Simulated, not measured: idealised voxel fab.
Process module heading - voxel quadruple lines
Each square cell in cross-section cut measures 5 nm, and the section as a whole is 170 nm wide.
In this document a cross-section is written as a grid of square cells. It is given as a series of bands, listed from the top down, and a band is one or more rows of cells. A band entry consists of two parts. The first gives the height of the band's top and the height of its bottom, in nm. The rest lists the band's materials from left to right, each with its width in nm. A single material labelled with the word "full width" fills the band from edge to edge, and the word "empty" marks empty space. For the purposes of this specification, 0 denotes the height below which the wafer in its as-received condition is composed wholly of one material, and the lowermost band, lacking a lower limit, extends downward without end, as expressed in "0 nm and below". Note: "30..40" means the width goes from the first number (top row of the band) to the second number (bottom row) in equal steps per row of cells. "no change occurred" for a step: no cell of the cross-section changed in that step. "Fully closed voids" contains a list of empty spaces, each no smaller than 8 cells and without an open way to the top, written in the form width x height at distance with the distance from the left edge and all three in nm. after a step's settings: what the simulator itself notes on the step. Regarding "overlay nm": on a step with a mask, it is the distance the mask lay to the right of its planned place; a negative value places it to the left.
This section lists the process steps that were planned:
- 1: op RECEIVE | material Si
- 2: op CONFORMAL_DEP | material SiO2 | thk nm 10
- 3: op DIRECTIONAL_DEP | material TiN | thk nm 15
- 4: op DIRECTIONAL_DEP | material polySi | thk nm 20
- 5: op DIRECTIONAL_DEP | material aC | thk nm 25
- 6: op PATTERN | tone cover | mask id MANDREL | material resist | width nm 25 | thk nm 35 | overlay nm 0
- 7: op DIRECTIONAL_ETCH | etch materials aC | depth nm 25
- 8: op STRIP | etch materials resist
- 9: op CONFORMAL_DEP | material SiO2 | thk nm 15
- 10: op DIRECTIONAL_ETCH | etch materials SiO2 | depth nm 15
- 11: op STRIP | etch materials aC
- 12: op DIRECTIONAL_ETCH | etch materials polySi | depth nm 20
- 13: op STRIP | etch materials SiO2
- 14: op CONFORMAL_DEP | material SiCN | thk nm 10
- 15: op DIRECTIONAL_ETCH | etch materials SiCN | depth nm 10
- 16: op STRIP | etch materials polySi
- 17: op DIRECTIONAL_ETCH | etch materials TiN | depth nm 15
- 18: op STRIP | etch materials SiCN
- 19: op FILL_DEP | material SiO2 | thk nm 10
- 20: op CMP | height nm 25
Variable across wafers: step 6 width nm (plan value is that of the first wafer; starting state common to all).
Cut through the first of several wafers as received, post step 1:
  0 nm and below = Si full width
  Fully closed voids: none
Note: the following table is arranged by wafer, a row apiece. Each row reports the end-of-module state: per material, cells gained (+) or cells lost (-) compared with the wafer as received; closed voids follow:
width nm 25 | +146 SiO2 | +24 TiN | Fully closed voids: none
width nm 30 | +146 SiO2 | +24 TiN | Fully closed voids: none
width nm 35 | +146 SiO2 | +24 TiN | Fully closed voids: none
width nm 40 | +146 SiO2 | +24 TiN | Fully closed voids: none
width nm 45 | +146 SiO2 | +24 TiN | Fully closed voids: none
width nm 50 | +146 SiO2 | +24 TiN | Fully closed voids: none
